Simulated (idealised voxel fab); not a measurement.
This section sets out a process module, namely voxel capacitor over wiring.
Shown is cross-section cut, with a width of 200 nm and square cells of size 5 nm.
Cross-section = grid of square cells, listed top down in bands; band = one or more rows.
Basically the band line says how high the top is and how high the bottom is, in nm, and then what's in it from left to right, every material with its width in nm. Empty space shows up as "air", and if a single material carries "full width" it runs the full band edge to edge.
Height is counted from the level 0, under which the received wafer is composed throughout of one material. The lowest of the bands is not closed at the bottom but continues downward, in the notation "from 0 down".
Read "30 to 40" as a graded width: first number on top, second number at the bottom, same change between each pair of neighbouring rows.
You'll sometimes find "changes: none" written for a step, and that's the way of saying that nowhere in the cross-section did a cell change during that step.
In the "Closed empty spaces" entry, you get each enclosed empty space of 8 cells or more, one with no open way to the top, written width x height at distance, distance from the left edge, in nm.
Read whatever lies past the settings on a step's line as the simulator's own remark about the step.
overlay nm: where the mask lay relative to plan, measured to the right, on steps with a mask; negatives go left.
STEPS PLANNED FOR THE PROCESS
1,RECEIVE,material Si
2,CONFORMAL_DEP,material SiO2,thk nm 10
3,CONFORMAL_DEP,material SiCN,thk nm 5
4,DIRECTIONAL_DEP,material SiO2,thk nm 15
5,MASKED_ETCH,tone open,mask id METAL_1,width nm 20,pitch nm 70,etch materials SiO2,depth nm 15,overlay nm 0
6,MASKED_ETCH,tone open,mask id METAL_1,width nm 20,pitch nm 70,etch materials SiCN,depth nm 5,overlay nm 0
7,CONFORMAL_DEP,material TiN,thk nm 5
8,FILL_DEP,material W,thk nm 10
9,CMP,height nm 30
10,CONFORMAL_DEP,material SiCN,thk nm 5
11,DIRECTIONAL_DEP,material lowk,thk nm 20
12,PATTERN,tone open,mask id PLUG_1,material resist,width nm 15,thk nm 20,overlay nm 0
13,DIRECTIONAL_ETCH,etch materials lowk,depth nm 20
14,DIRECTIONAL_ETCH,etch materials SiCN,depth nm 5
15,STRIP,etch materials resist
16,CONFORMAL_DEP,material TiN,thk nm 5
17,FILL_DEP,material Cu,thk nm 10
18,CMP,height nm 55
19,DIRECTIONAL_DEP,material TiN,thk nm 5
20,DIRECTIONAL_DEP,material Al2O3,thk nm 5
21,DIRECTIONAL_DEP,material TiN,thk nm 10
22,MASKED_ETCH,tone cover,mask id UPPER_PLATE,width nm 55,etch materials TiN,depth nm 10,overlay nm 0
23,MASKED_ETCH,tone cover,mask id UPPER_PLATE,width nm 55,etch materials Al2O3,depth nm 5,overlay nm 0
24,MASKED_ETCH,tone cover,mask id LOWER_PLATE,width nm 65,etch materials TiN,depth nm 5,overlay nm 0
25,FILL_DEP,material SiO2,thk nm 15
26,CMP,height nm 85
27,MASKED_ETCH,tone open,mask id PLUG_2,width nm 15,etch materials SiO2,depth nm 10,overlay nm 0
28,CONFORMAL_DEP,material TiN,thk nm 5
29,FILL_DEP,material Cu,thk nm 10
30,CMP,height nm 85
31,CONFORMAL_DEP,material SiN,thk nm 5
INCOMING WAFER, CROSS-SECTIONAL VIEW, POST STEP 1
* from 0 down = Si full width
* Closed empty spaces: none
POST-MODULE CROSS-SECTION: IDENTICAL START AND PLAN TO THOSE ABOVE, ONE MISSTEP IN EXECUTION
* from 90 to 85 = SiN full width
* from 85 to 80 = 70 of SiO2 | 5 of TiN | 5 of Cu | 5 of TiN | 115 of SiO2
* from 80 to 75 = 70 of SiO2 | 15 of TiN | 115 of SiO2
* from 75 to 65 = 60 of SiO2 | 55 of TiN | 85 of SiO2
* from 65 to 60 = 60 of SiO2 | 55 of Al2O3 | 85 of SiO2
* from 60 to 55 = 55 of SiO2 | 65 of TiN | 80 of SiO2
* from 55 to 50 = 60 of SiCN | 15 of TiN | 125 of SiCN
* from 50 to 30 = lowk full width
* from 30 to 15 = 55 of SiO2 | 5 of TiN | 10 of W | 5 of TiN | 50 of SiO2 | 5 of TiN | 10 of W | 5 of TiN | 55 of SiO2
* from 15 to 10 = 55 of SiCN | 20 of TiN | 50 of SiCN | 20 of TiN | 55 of SiCN
* from 10 to 0 = SiO2 full width
* from 0 down = Si full width
* Closed empty spaces: none
The plan and the run diverged here: it was found that steps 10 and 11 of the process plan had been performed in exchanged positions
